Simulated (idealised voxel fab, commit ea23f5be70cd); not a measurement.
Documented hereafter: the process module known as voxel capacitor over wiring.
cross-section cut | 270 nm wide | cells 5 nm
Just so we're on the same page, the cross-sections are grids of square cells, and they're listed out in bands top to bottom, each band one or more rows deep. For a band, the entry starts with two heights in nm, that of the top and then that of the bottom, and carries on with the band's materials in order from left to right, each alongside its width in nm; the word "throughout" beside a single material means it fills the band edge to edge, and "empty" means empty space. Ref level 0: as-received wafer is one material below here. Bottom band extends down with no lower bound ("top 0, no bottom"). Width "30..40": first value at the band's top row of cells, second value at its bottom row, equal change from row to row. Any step labelled "no modifications" changed none of the cells in the cross-section. Closed empty spaces (no open way to the top) of 8 cells or more are what "Fully sealed voids" lists, each as width x height at distance from the left edge, nm for all three. after a step's settings: what the simulator itself notes on the step. When a step includes a mask, the "overlay nm" setting on its line states how far to the right of its planned place that mask lay, and negative values state how far to the left.

### The steps planned for the process are as follows
1,RECEIVE: material Si
2,CONFORMAL_DEP: material SiO2, thk nm 15
3,CONFORMAL_DEP: material SiN, thk nm 5
4,DIRECTIONAL_DEP: material lowk, thk nm 15
5,PATTERN: tone open, mask id METAL_1, material resist, width nm 25, pitch nm 85, thk nm 15, overlay nm 0
6,DIRECTIONAL_ETCH: etch materials lowk, depth nm 15
7,DIRECTIONAL_ETCH: etch materials SiN, depth nm 5
8,STRIP: etch materials resist
9,CONFORMAL_DEP: material TiN, thk nm 5
10,FILL_DEP: material Cu, thk nm 10
11,CMP: height nm 35
12,CONFORMAL_DEP: material SiCN, thk nm 5
13,DIRECTIONAL_DEP: material lowk, thk nm 20
14,PATTERN: tone open, mask id PLUG_1, material resist, width nm 15, thk nm 15, overlay nm 0
15,DIRECTIONAL_ETCH: etch materials lowk, depth nm 20
16,DIRECTIONAL_ETCH: etch materials SiCN, depth nm 5
17,STRIP: etch materials resist
18,EPI: material Ru, thk nm 10
19,EPI: material Ru, thk nm 10
20,EPI: material Ru, thk nm 5
21,DIRECTIONAL_DEP: material TiN, thk nm 5
22,DIRECTIONAL_DEP: material HfO2, thk nm 5
23,DIRECTIONAL_DEP: material TiN, thk nm 10
24,DIRECTIONAL_DEP: material aC, thk nm 10
25,PATTERN: tone cover, mask id UPPER_PLATE, material resist, width nm 65, thk nm 30, overlay nm 0
26,DIRECTIONAL_ETCH: etch materials aC, depth nm 10
27,STRIP: etch materials resist
28,DIRECTIONAL_ETCH: etch materials TiN, depth nm 10
29,DIRECTIONAL_ETCH: etch materials HfO2, depth nm 5
30,STRIP: etch materials aC
31,DIRECTIONAL_DEP: material aC, thk nm 15
32,PATTERN: tone cover, mask id LOWER_PLATE, material resist, width nm 75, thk nm 35, overlay nm 0
33,DIRECTIONAL_ETCH: etch materials aC, depth nm 15
34,STRIP: etch materials resist
35,DIRECTIONAL_ETCH: etch materials TiN, depth nm 5
36,STRIP: etch materials aC
37,FILL_DEP: material SiO2, thk nm 20
38,CMP: height nm 95
39,DIRECTIONAL_DEP: material aC, thk nm 10
40,PATTERN: tone open, mask id PLUG_2, material resist, width nm 15, thk nm 25, overlay nm 0
41,DIRECTIONAL_ETCH: etch materials aC, depth nm 10
42,STRIP: etch materials resist
43,DIRECTIONAL_ETCH: etch materials SiO2, depth nm 15
44,STRIP: etch materials aC
45,CONFORMAL_DEP: material TiN, thk nm 5
46,FILL_DEP: material Cu, thk nm 5
47,CMP: height nm 95
48,CONFORMAL_DEP: material SiCN, thk nm 5

### first wafer, as planned

### This is the cross-section of the wafer as we received it, i.e. after step 1
> top 0, no bottom  Si throughout
> Fully sealed voids: none

### The wafer, seen in cross-section, after step 2
> top 15, bottom 0  SiO2 throughout
> Under 0: no change, same as before.

### The wafer, seen in cross-section, after step 3
> top 20, bottom 15  SiN throughout
> Under 15: no change, same as before.

### The wafer, seen in cross-section, after step 4
> top 35, bottom 20  lowk throughout
> Under 20: no change, same as before.

### The wafer, seen in cross-section, after step 5
> top 50, bottom 35  resist: 80  empty: 25  resist: 60  empty: 25  resist: 80
> Under 35: no change, same as before.

### The wafer, seen in cross-section, after step 6
> top 50, bottom 35  resist: 80  empty: 25  resist: 60  empty: 25  resist: 80
> top 35, bottom 20  lowk: 80  empty: 25  lowk: 60  empty: 25  lowk: 80
> Under 20: no change, same as before.

### The wafer, seen in cross-section, after step 7
> top 50, bottom 35  resist: 80  empty: 25  resist: 60  empty: 25  resist: 80
> top 35, bottom 20  lowk: 80  empty: 25  lowk: 60  empty: 25  lowk: 80
> top 20, bottom 15  SiN: 80  empty: 25  SiN: 60  empty: 25  SiN: 80
> Under 15: no change, same as before.

### The wafer, seen in cross-section, after step 8
> top 35, bottom 20  lowk: 80  empty: 25  lowk: 60  empty: 25  lowk: 80
> Under 20: no change, same as before.

### The wafer, seen in cross-section, after step 9
> top 40, bottom 35  TiN: 85  empty: 15  TiN: 70  empty: 15  TiN: 85
> top 35, bottom 20  lowk: 80  TiN: 5  empty: 15  TiN: 5  lowk: 60  TiN: 5  empty: 15  TiN: 5  lowk: 80
> top 20, bottom 15  SiN: 80  TiN: 25  SiN: 60  TiN: 25  SiN: 80
> Under 15: no change, same as before.

### The wafer, seen in cross-section, after step 10
> top 50, bottom 40  Cu throughout
> top 40, bottom 35  TiN: 85  Cu: 15  TiN: 70  Cu: 15  TiN: 85
> top 35, bottom 20  lowk: 80  TiN: 5  Cu: 15  TiN: 5  lowk: 60  TiN: 5  Cu: 15  TiN: 5  lowk: 80
> Under 20: no change, same as before.

### The wafer, seen in cross-section, after step 11
> top 35, bottom 20  lowk: 80  TiN: 5  Cu: 15  TiN: 5  lowk: 60  TiN: 5  Cu: 15  TiN: 5  lowk: 80
> Under 20: no change, same as before.

### The wafer, seen in cross-section, after step 12
> top 40, bottom 35  SiCN throughout
> Under 35: no change, same as before.

### The wafer, seen in cross-section, after step 13
> top 60, bottom 40  lowk throughout
> Under 40: no change, same as before.

### The wafer, seen in cross-section, after step 14
> top 75, bottom 60  resist: 90  empty: 15  resist: 165
> Under 60: no change, same as before.

### The wafer, seen in cross-section, after step 15
> top 75, bottom 60  resist: 90  empty: 15  resist: 165
> top 60, bottom 40  lowk: 90  empty: 15  lowk: 165
> Under 40: no change, same as before.

### The wafer, seen in cross-section, after step 16
> top 75, bottom 60  resist: 90  empty: 15  resist: 165
> top 60, bottom 40  lowk: 90  empty: 15  lowk: 165
> top 40, bottom 35  SiCN: 90  empty: 15  SiCN: 165
> Under 35: no change, same as before.

### The wafer, seen in cross-section, after step 17
> top 60, bottom 40  lowk: 90  empty: 15  lowk: 165
> Under 40: no change, same as before.

### The wafer, seen in cross-section, after step 18
> top 60, bottom 45  lowk: 90  empty: 15  lowk: 165
> top 45, bottom 40  lowk: 90  Ru: 15  lowk: 165
> top 40, bottom 35  SiCN: 90  Ru: 15  SiCN: 165
> Under 35: no change, same as before.

### The wafer, seen in cross-section, after step 19
> top 60, bottom 55  lowk: 90  empty: 15  lowk: 165
> top 55, bottom 40  lowk: 90  Ru: 15  lowk: 165
> Under 40: no change, same as before.

### The wafer, seen in cross-section, after step 20
> top 60, bottom 40  lowk: 90  Ru: 15  lowk: 165
> Under 40: no change, same as before.

### The wafer, seen in cross-section, after step 21
> top 65, bottom 60  TiN throughout
> Under 60: no change, same as before.

### The wafer, seen in cross-section, after step 22
> top 70, bottom 65  HfO2 throughout
> Under 65: no change, same as before.

### The wafer, seen in cross-section, after step 23
> top 80, bottom 70  TiN throughout
> Under 70: no change, same as before.

### The wafer, seen in cross-section, after step 24
> top 90, bottom 80  aC throughout
> Under 80: no change, same as before.

### The wafer, seen in cross-section, after step 25
> top 120, bottom 90  empty: 90  resist: 65  empty: 115
> Under 90: no change, same as before.

### The wafer, seen in cross-section, after step 26
> top 110, bottom 90  empty: 90  resist: 65  empty: 115
> top 90, bottom 80  empty: 90  aC: 65  empty: 115
> Under 80: no change, same as before.

### The wafer, seen in cross-section, after step 27
> top 90, bottom 80  empty: 90  aC: 65  empty: 115
> Under 80: no change, same as before.

### The wafer, seen in cross-section, after step 28
> top 90, bottom 80  empty: 90  aC: 65  empty: 115
> top 80, bottom 70  empty: 90  TiN: 65  empty: 115
> Under 70: no change, same as before.

### The wafer, seen in cross-section, after step 29
> top 90, bottom 80  empty: 90  aC: 65  empty: 115
> top 80, bottom 70  empty: 90  TiN: 65  empty: 115
> top 70, bottom 65  empty: 90  HfO2: 65  empty: 115
> Under 65: no change, same as before.

### The wafer, seen in cross-section, after step 30
> top 80, bottom 70  empty: 90  TiN: 65  empty: 115
> Under 70: no change, same as before.

### The wafer, seen in cross-section, after step 31
> top 95, bottom 80  empty: 90  aC: 65  empty: 115
> top 80, bottom 70  aC: 90  TiN: 65  aC: 115
> top 70, bottom 65  aC: 90  HfO2: 65  aC: 115
> Under 65: no change, same as before.

### The wafer, seen in cross-section, after step 32
> top 130, bottom 95  empty: 85  resist: 75  empty: 110
> top 95, bottom 80  empty: 85  resist: 5  aC: 65  resist: 5  empty: 110
> Under 80: no change, same as before.

### The wafer, seen in cross-section, after step 33
> top 115, bottom 95  empty: 85  resist: 75  empty: 110
> top 95, bottom 80  empty: 85  resist: 5  aC: 65  resist: 5  empty: 110
> top 80, bottom 70  empty: 85  aC: 5  TiN: 65  aC: 5  empty: 110
> top 70, bottom 65  empty: 85  aC: 5  HfO2: 65  aC: 5  empty: 110
> Under 65: no change, same as before.

### The wafer, seen in cross-section, after step 34
> top 95, bottom 80  empty: 90  aC: 65  empty: 115
> Under 80: no change, same as before.

### The wafer, seen in cross-section, after step 35
> top 95, bottom 80  empty: 90  aC: 65  empty: 115
> top 80, bottom 70  empty: 85  aC: 5  TiN: 65  aC: 5  empty: 110
> top 70, bottom 65  empty: 85  aC: 5  HfO2: 65  aC: 5  empty: 110
> top 65, bottom 60  empty: 85  TiN: 75  empty: 110
> Under 60: no change, same as before.

### The wafer, seen in cross-section, after step 36
> top 80, bottom 70  empty: 90  TiN: 65  empty: 115
> top 70, bottom 65  empty: 90  HfO2: 65  empty: 115
> Under 65: no change, same as before.

### The wafer, seen in cross-section, after step 37
> top 100, bottom 80  SiO2 throughout
> top 80, bottom 70  SiO2: 90  TiN: 65  SiO2: 115
> top 70, bottom 65  SiO2: 90  HfO2: 65  SiO2: 115
> top 65, bottom 60  SiO2: 85  TiN: 75  SiO2: 110
> Under 60: no change, same as before.

### The wafer, seen in cross-section, after step 38
> top 95, bottom 80  SiO2 throughout
> Under 80: no change, same as before.

### The wafer, seen in cross-section, after step 39
> top 105, bottom 95  aC throughout
> Under 95: no change, same as before.

### The wafer, seen in cross-section, after step 40
> top 130, bottom 105  resist: 100  empty: 15  resist: 155
> Under 105: no change, same as before.

### The wafer, seen in cross-section, after step 41
> top 120, bottom 105  resist: 100  empty: 15  resist: 155
> top 105, bottom 95  aC: 100  empty: 15  aC: 155
> Under 95: no change, same as before.

### The wafer, seen in cross-section, after step 42
> top 105, bottom 95  aC: 100  empty: 15  aC: 155
> Under 95: no change, same as before.

### The wafer, seen in cross-section, after step 43
> top 105, bottom 95  aC: 100  empty: 15  aC: 155
> top 95, bottom 80  SiO2: 100  empty: 15  SiO2: 155
> Under 80: no change, same as before.

### The wafer, seen in cross-section, after step 44
> top 95, bottom 80  SiO2: 100  empty: 15  SiO2: 155
> Under 80: no change, same as before.

### The wafer, seen in cross-section, after step 45
> top 100, bottom 95  TiN: 105  empty: 5  TiN: 160
> top 95, bottom 85  SiO2: 100  TiN: 5  empty: 5  TiN: 5  SiO2: 155
> top 85, bottom 80  SiO2: 100  TiN: 15  SiO2: 155
> Under 80: no change, same as before.

### The wafer, seen in cross-section, after step 46
> top 105, bottom 100  Cu throughout
> top 100, bottom 95  TiN: 105  Cu: 5  TiN: 160
> top 95, bottom 85  SiO2: 100  TiN: 5  Cu: 5  TiN: 5  SiO2: 155
> Under 85: no change, same as before.

### The wafer, seen in cross-section, after step 47
> top 95, bottom 85  SiO2: 100  TiN: 5  Cu: 5  TiN: 5  SiO2: 155
> Under 85: no change, same as before.

### The wafer, seen in cross-section, after step 48
> top 100, bottom 95  SiCN throughout
> Under 95: no change, same as before.

### Second wafer: same start and same plan as the first, one execution error; identical to the first through step 4

### Second wafer shown in cross-section at the time step 5 was slated to end
> top 50, bottom 35  empty: 80  resist: 25  empty: 60  resist: 25  empty: 80
> Under 35: no change, same as before.

### Second wafer shown in cross-section at the time step 6 was slated to end
> top 50, bottom 35  empty: 80  resist: 25  empty: 60  resist: 25  empty: 80
> top 35, bottom 20  empty: 80  lowk: 25  empty: 60  lowk: 25  empty: 80
> Under 20: no change, same as before.

### Second wafer shown in cross-section at the time step 7 was slated to end
> top 50, bottom 35  empty: 80  resist: 25  empty: 60  resist: 25  empty: 80
> top 35, bottom 20  empty: 80  lowk: 25  empty: 60  lowk: 25  empty: 80
> top 20, bottom 15  empty: 80  SiN: 25  empty: 60  SiN: 25  empty: 80
> Under 15: no change, same as before.

### Second wafer shown in cross-section at the time step 8 was slated to end
> top 35, bottom 20  empty: 80  lowk: 25  empty: 60  lowk: 25  empty: 80
> Under 20: no change, same as before.

### Second wafer shown in cross-section at the time step 9 was slated to end
> top 40, bottom 35  empty: 75  TiN: 35  empty: 50  TiN: 35  empty: 75
> top 35, bottom 20  empty: 75  TiN: 5  lowk: 25  TiN: 5  empty: 50  TiN: 5  lowk: 25  TiN: 5  empty: 75
> top 20, bottom 15  TiN: 80  SiN: 25  TiN: 60  SiN: 25  TiN: 80
> Under 15: no change, same as before.

### Second wafer shown in cross-section at the time step 10 was slated to end
> top 50, bottom 40  Cu throughout
> top 40, bottom 35  Cu: 75  TiN: 35  Cu: 50  TiN: 35  Cu: 75
> top 35, bottom 20  Cu: 75  TiN: 5  lowk: 25  TiN: 5  Cu: 50  TiN: 5  lowk: 25  TiN: 5  Cu: 75
> Under 20: no change, same as before.

### Second wafer shown in cross-section at the time step 11 was slated to end
> top 35, bottom 20  Cu: 75  TiN: 5  lowk: 25  TiN: 5  Cu: 50  TiN: 5  lowk: 25  TiN: 5  Cu: 75
> Under 20: no change, same as before.

### Second wafer shown in cross-section at the time step 12 was slated to end
> top 40, bottom 35  SiCN throughout
> Under 35: no change, same as before.

### Second wafer shown in cross-section at the time step 13 was slated to end
> top 60, bottom 40  lowk throughout
> Under 40: no change, same as before.

### Second wafer shown in cross-section at the time step 14 was slated to end
> top 75, bottom 60  resist: 90  empty: 15  resist: 165
> Under 60: no change, same as before.

### Second wafer shown in cross-section at the time step 15 was slated to end
> top 75, bottom 60  resist: 90  empty: 15  resist: 165
> top 60, bottom 40  lowk: 90  empty: 15  lowk: 165
> Under 40: no change, same as before.

### Second wafer shown in cross-section at the time step 16 was slated to end
> top 75, bottom 60  resist: 90  empty: 15  resist: 165
> top 60, bottom 40  lowk: 90  empty: 15  lowk: 165
> top 40, bottom 35  SiCN: 90  empty: 15  SiCN: 165
> Under 35: no change, same as before.

### Second wafer shown in cross-section at the time step 17 was slated to end
> top 60, bottom 40  lowk: 90  empty: 15  lowk: 165
> Under 40: no change, same as before.

Second wafer shown in cross-section at the time step 18 was slated to end: no modifications

Second wafer shown in cross-section at the time step 19 was slated to end: no modifications

Second wafer shown in cross-section at the time step 20 was slated to end: no modifications

### Second wafer shown in cross-section at the time step 21 was slated to end
> top 65, bottom 60  TiN: 90  empty: 15  TiN: 165
> top 60, bottom 40  lowk: 90  empty: 15  lowk: 165
> top 40, bottom 35  SiCN: 90  TiN: 15  SiCN: 165
> Under 35: no change, same as before.

### Second wafer shown in cross-section at the time step 22 was slated to end
> top 70, bottom 65  HfO2: 90  empty: 15  HfO2: 165
> top 65, bottom 60  TiN: 90  empty: 15  TiN: 165
> top 60, bottom 45  lowk: 90  empty: 15  lowk: 165
> top 45, bottom 40  lowk: 90  HfO2: 15  lowk: 165
> Under 40: no change, same as before.

### Second wafer shown in cross-section at the time step 23 was slated to end
> top 80, bottom 70  TiN: 90  empty: 15  TiN: 165
> top 70, bottom 65  HfO2: 90  empty: 15  HfO2: 165
> top 65, bottom 60  TiN: 90  empty: 15  TiN: 165
> top 60, bottom 55  lowk: 90  empty: 15  lowk: 165
> top 55, bottom 45  lowk: 90  TiN: 15  lowk: 165
> Under 45: no change, same as before.

### Second wafer shown in cross-section at the time step 24 was slated to end
> top 90, bottom 80  aC: 90  empty: 15  aC: 165
> top 80, bottom 70  TiN: 90  empty: 15  TiN: 165
> top 70, bottom 65  HfO2: 90  empty: 15  HfO2: 165
> top 65, bottom 60  TiN: 90  aC: 15  TiN: 165
> top 60, bottom 55  lowk: 90  aC: 15  lowk: 165
> Under 55: no change, same as before.

### Second wafer shown in cross-section at the time step 25 was slated to end
> top 120, bottom 90  empty: 90  resist: 65  empty: 115
> top 90, bottom 80  aC: 90  resist: 15  aC: 165
> top 80, bottom 70  TiN: 90  resist: 15  TiN: 165
> top 70, bottom 65  HfO2: 90  resist: 15  HfO2: 165
> Under 65: no change, same as before.

### Second wafer shown in cross-section at the time step 26 was slated to end
> top 110, bottom 90  empty: 90  resist: 65  empty: 115
> top 90, bottom 80  empty: 90  resist: 15  aC: 50  empty: 115
> Under 80: no change, same as before.

### Second wafer shown in cross-section at the time step 27 was slated to end
> top 90, bottom 80  empty: 105  aC: 50  empty: 115
> top 80, bottom 70  TiN: 90  empty: 15  TiN: 165
> top 70, bottom 65  HfO2: 90  empty: 15  HfO2: 165
> Under 65: no change, same as before.

### Second wafer shown in cross-section at the time step 28 was slated to end
> top 90, bottom 80  empty: 105  aC: 50  empty: 115
> top 80, bottom 70  empty: 105  TiN: 50  empty: 115
> Under 70: no change, same as before.

### Second wafer shown in cross-section at the time step 29 was slated to end
> top 90, bottom 80  empty: 105  aC: 50  empty: 115
> top 80, bottom 70  empty: 105  TiN: 50  empty: 115
> top 70, bottom 65  empty: 105  HfO2: 50  empty: 115
> Under 65: no change, same as before.

### Second wafer shown in cross-section at the time step 30 was slated to end
> top 80, bottom 70  empty: 105  TiN: 50  empty: 115
> top 70, bottom 65  empty: 105  HfO2: 50  empty: 115
> top 65, bottom 60  TiN: 90  empty: 15  TiN: 165
> top 60, bottom 55  lowk: 90  empty: 15  lowk: 165
> Under 55: no change, same as before.

### Second wafer shown in cross-section at the time step 31 was slated to end
> top 95, bottom 80  empty: 105  aC: 50  empty: 115
> top 80, bottom 70  aC: 90  empty: 15  TiN: 50  aC: 115
> top 70, bottom 65  aC: 105  HfO2: 50  aC: 115
> top 65, bottom 60  TiN: 90  aC: 15  TiN: 165
> top 60, bottom 55  lowk: 90  aC: 15  lowk: 165
> Under 55: no change, same as before.

### Second wafer shown in cross-section at the time step 32 was slated to end
> top 130, bottom 95  empty: 85  resist: 75  empty: 110
> top 95, bottom 80  empty: 85  resist: 20  aC: 50  resist: 5  empty: 110
> top 80, bottom 70  aC: 90  resist: 15  TiN: 50  aC: 115
> Under 70: no change, same as before.

### Second wafer shown in cross-section at the time step 33 was slated to end
> top 115, bottom 95  empty: 85  resist: 75  empty: 110
> top 95, bottom 80  empty: 85  resist: 20  aC: 50  resist: 5  empty: 110
> top 80, bottom 70  empty: 85  aC: 5  resist: 15  TiN: 50  aC: 5  empty: 110
> top 70, bottom 65  empty: 85  aC: 20  HfO2: 50  aC: 5  empty: 110
> Under 65: no change, same as before.

### Second wafer shown in cross-section at the time step 34 was slated to end
> top 95, bottom 80  empty: 105  aC: 50  empty: 115
> top 80, bottom 70  empty: 85  aC: 5  empty: 15  TiN: 50  aC: 5  empty: 110
> Under 70: no change, same as before.

### Second wafer shown in cross-section at the time step 35 was slated to end
> top 95, bottom 80  empty: 105  aC: 50  empty: 115
> top 80, bottom 70  empty: 85  aC: 5  empty: 15  TiN: 50  aC: 5  empty: 110
> top 70, bottom 65  empty: 85  aC: 20  HfO2: 50  aC: 5  empty: 110
> top 65, bottom 60  empty: 85  TiN: 5  aC: 15  TiN: 55  empty: 110
> Under 60: no change, same as before.

### Second wafer shown in cross-section at the time step 36 was slated to end
> top 80, bottom 70  empty: 105  TiN: 50  empty: 115
> top 70, bottom 65  empty: 105  HfO2: 50  empty: 115
> top 65, bottom 60  empty: 85  TiN: 5  empty: 15  TiN: 55  empty: 110
> top 60, bottom 55  lowk: 90  empty: 15  lowk: 165
> Under 55: no change, same as before.

### Second wafer shown in cross-section at the time step 37 was slated to end
> top 100, bottom 80  SiO2 throughout
> top 80, bottom 70  SiO2: 105  TiN: 50  SiO2: 115
> top 70, bottom 65  SiO2: 105  HfO2: 50  SiO2: 115
> top 65, bottom 60  SiO2: 85  TiN: 5  SiO2: 15  TiN: 55  SiO2: 110
> top 60, bottom 55  lowk: 90  SiO2: 15  lowk: 165
> Under 55: no change, same as before.

### Second wafer shown in cross-section at the time step 38 was slated to end
> top 95, bottom 80  SiO2 throughout
> Under 80: no change, same as before.

### Second wafer shown in cross-section at the time step 39 was slated to end
> top 105, bottom 95  aC throughout
> Under 95: no change, same as before.

### Second wafer shown in cross-section at the time step 40 was slated to end
> top 130, bottom 105  resist: 100  empty: 15  resist: 155
> Under 105: no change, same as before.

### Second wafer shown in cross-section at the time step 41 was slated to end
> top 120, bottom 105  resist: 100  empty: 15  resist: 155
> top 105, bottom 95  aC: 100  empty: 15  aC: 155
> Under 95: no change, same as before.

### Second wafer shown in cross-section at the time step 42 was slated to end
> top 105, bottom 95  aC: 100  empty: 15  aC: 155
> Under 95: no change, same as before.

### Second wafer shown in cross-section at the time step 43 was slated to end
> top 105, bottom 95  aC: 100  empty: 15  aC: 155
> top 95, bottom 80  SiO2: 100  empty: 15  SiO2: 155
> Under 80: no change, same as before.

### Second wafer shown in cross-section at the time step 44 was slated to end
> top 95, bottom 80  SiO2: 100  empty: 15  SiO2: 155
> Under 80: no change, same as before.

### Second wafer shown in cross-section at the time step 45 was slated to end
> top 100, bottom 95  TiN: 105  empty: 5  TiN: 160
> top 95, bottom 85  SiO2: 100  TiN: 5  empty: 5  TiN: 5  SiO2: 155
> top 85, bottom 80  SiO2: 100  TiN: 15  SiO2: 155
> Under 80: no change, same as before.

### Second wafer shown in cross-section at the time step 46 was slated to end
> top 105, bottom 100  Cu throughout
> top 100, bottom 95  TiN: 105  Cu: 5  TiN: 160
> top 95, bottom 85  SiO2: 100  TiN: 5  Cu: 5  TiN: 5  SiO2: 155
> Under 85: no change, same as before.

### Second wafer shown in cross-section at the time step 47 was slated to end
> top 95, bottom 85  SiO2: 100  TiN: 5  Cu: 5  TiN: 5  SiO2: 155
> Under 85: no change, same as before.

### Second wafer shown in cross-section at the time step 48 was slated to end
> top 100, bottom 95  SiCN throughout
> Under 95: no change, same as before.
Deviation noted in wafer processing: for step 5, the planned setting was not used; the step was instead run as PATTERN: tone cover, mask id METAL_1, material resist, width nm 25, pitch nm 85, thk nm 15, overlay nm 0
The closing comparison, in cells, has the second wafer with more or fewer of some materials than the first: Cu +102 | Ru -15 | SiN -34 | SiO2 +15 | TiN +34 | lowk -102
